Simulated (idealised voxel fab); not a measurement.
process module | voxel tone inversion
cross-section cut | 240 nm wide | cells 5 nm
A cross-section is a grid of square cells, given in bands from the top down. A band is one or more rows of cells.
Each band's line starts with the height of the band's top and of its bottom, in nm. Then come its materials from left to right, each with its width in nm. One material with "throughout" fills the band from edge to edge. "air" is empty space.
Height 0 is the level under which the wafer as received is all one material. The lowest band goes on downwards, as in "0 down".
A width such as "30 to 40" changes by the same amount from each row of cells to the next, from the band's top row to its bottom row.
"no change" after a step means that no cell of the cross-section changed.
closed voids: empty space of 8 cells or more with no open way to the top, each as width x height at its distance from the left edge, in nm
after a step's settings: what the simulator itself notes on the step
overlay nm, on a step with a mask: how far to the right of its planned place the mask lay; to the left if negative
plan
1 op RECEIVE | material Si
2 op CONFORMAL_DEP | material SiCN | thk nm 10
3 op DIRECTIONAL_DEP | material aC | thk nm 20
4 op PATTERN | tone cover | mask id POSTS | material resist | width nm 15 | pitch nm 45 | thk nm 25 | overlay nm 0
5 op DIRECTIONAL_ETCH | etch materials aC | depth nm 20
6 op STRIP | etch materials resist
7 op FILL_DEP | material SiO2 | thk nm 10
8 op CMP | height nm 30
9 op STRIP | etch materials aC
10 op CONFORMAL_DEP | material TiN | thk nm 5
11 op FILL_DEP | material Cu | thk nm 10
12 op CMP | height nm 30
13 op CONFORMAL_DEP | material SiCN | thk nm 5
varied across the wafers: width nm of step 4. The plan shows the first wafer's value. All wafers start alike
first wafer as received, after step 1
  0 down: Si throughout
  closed voids: none
each wafer at the end: cells of each material gained (+) or lost (-) since it was received, then its closed voids
width nm 15 | +6 Cu | +144 SiCN | +168 SiO2 | +18 TiN | closed voids: none
width nm 20 | +12 Cu | +144 SiCN | +160 SiO2 | +20 TiN | closed voids: none
width nm 25 | +18 Cu | +144 SiCN | +152 SiO2 | +22 TiN | closed voids: none
width nm 30 | +24 Cu | +144 SiCN | +144 SiO2 | +24 TiN | closed voids: none
